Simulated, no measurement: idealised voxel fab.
You're looking at the process module voxel self aligned vias.
The cross-section on display is named cut; it measures 255 nm wide, and its cells are 5 nm squares.
Think of the cross-section as a grid of square cells. We describe it in bands, top to bottom, and each band covers one or more rows of those cells.
What a band's entry tells you: where the top is and where the bottom is, as heights in nm, and after that what lies inside, material by material from left to right, each with its width in nm. Empty space is written as the word "air", and a single material marked with the word "everywhere" occupies the band from edge to edge.
Convention: height 0 is the level below which the wafer, as received, is all one material. The lowest band does not terminate at the bottom but continues downward, represented as "top 0, no bottom".
The two numbers in a width such as "30 to 40" mark its ends across the band: the first belongs to the top row of cells, the second to the bottom row, and from each row to the next the width moves by the same amount.
"no change occurred" -> step changed no cross-section cell.
Heads up: "Tabulated closed voids" only lists the empty pockets with no open path to the top that are 8 cells or more, and it writes them as width x height at distance, distance from the left edge, in nm.
Read whatever lies past the settings on a step's line as the simulator's own remark about the step.
A step line may carry the setting "overlay nm", which, for steps involving a mask, states the distance by which the mask lay to the right of its intended position; negative values denote displacement to the left.
## Process steps foreseen in the plan
1 RECEIVE, material Si
2 CONFORMAL_DEP, material SiO2, thk nm 15
3 CONFORMAL_DEP, material SiCN, thk nm 5
4 DIRECTIONAL_DEP, material SiO2, thk nm 30
5 MASKED_ETCH, tone open, mask id LINES, width nm 25, pitch nm 65, etch materials SiO2, depth nm 30, overlay nm 0
6 CONFORMAL_DEP, material TiN, thk nm 5
7 FILL_DEP, material W, thk nm 5
8 CMP, height nm 50
9 SELECTIVE_ETCH, etch materials W Ru TiN, depth nm 5
10 FILL_DEP, material SiN, thk nm 10
11 CMP, height nm 50
12 DIRECTIONAL_DEP, material SiO2, thk nm 20
13 MASKED_ETCH, tone open, mask id VIAS, width nm 45, pitch nm 65, etch materials SiO2, depth nm 20, overlay nm 0
14 MASKED_ETCH, tone open, mask id VIAS, width nm 45, pitch nm 65, etch materials SiN, depth nm 5, overlay nm 0
15 CONFORMAL_DEP, material TiN, thk nm 5
16 FILL_DEP, material Cu, thk nm 5
17 CMP, height nm 70
18 CONFORMAL_DEP, material SiCN, thk nm 5
## Shown in cross-section is the wafer as received, that is, as it stands after step 1
* top 0, no bottom: Si everywhere
* Tabulated closed voids: none
## Look at the cross-section after the module: the wafer started out the way shown above and the plan was the one shown above, yet one mistake was made along the way
* top 75, bottom 70: SiCN everywhere
* top 70, bottom 55: 40 nm SiO2, 5 nm TiN, 35 nm Cu, 5 nm TiN, 20 nm SiO2, 5 nm TiN, 35 nm Cu, 5 nm TiN, 20 nm SiO2, 5 nm TiN, 35 nm Cu, 5 nm TiN, 40 nm SiO2
* top 55, bottom 50: 40 nm SiO2, 20 nm TiN, 10 nm Cu, 15 nm TiN, 20 nm SiO2, 20 nm TiN, 10 nm Cu, 15 nm TiN, 20 nm SiO2, 20 nm TiN, 10 nm Cu, 15 nm TiN, 40 nm SiO2
* top 50, bottom 45: 55 nm SiO2, 20 nm TiN, 45 nm SiO2, 20 nm TiN, 45 nm SiO2, 20 nm TiN, 50 nm SiO2
* top 45, bottom 25: 55 nm SiO2, 5 nm TiN, 10 nm W, 5 nm TiN, 45 nm SiO2, 5 nm TiN, 10 nm W, 5 nm TiN, 45 nm SiO2, 5 nm TiN, 10 nm W, 5 nm TiN, 50 nm SiO2
* top 25, bottom 20: 55 nm SiO2, 20 nm TiN, 45 nm SiO2, 20 nm TiN, 45 nm SiO2, 20 nm TiN, 50 nm SiO2
* top 20, bottom 15: SiCN everywhere
* top 15, bottom 0: SiO2 everywhere
* top 0, no bottom: Si everywhere
* Tabulated closed voids: none
Deviation noted in wafer processing: step 5 ran differently from the plan; actual operation with settings: MASKED_ETCH, tone open, mask id LINES, width nm 20, pitch nm 65, etch materials SiO2, depth nm 30, overlay nm 0
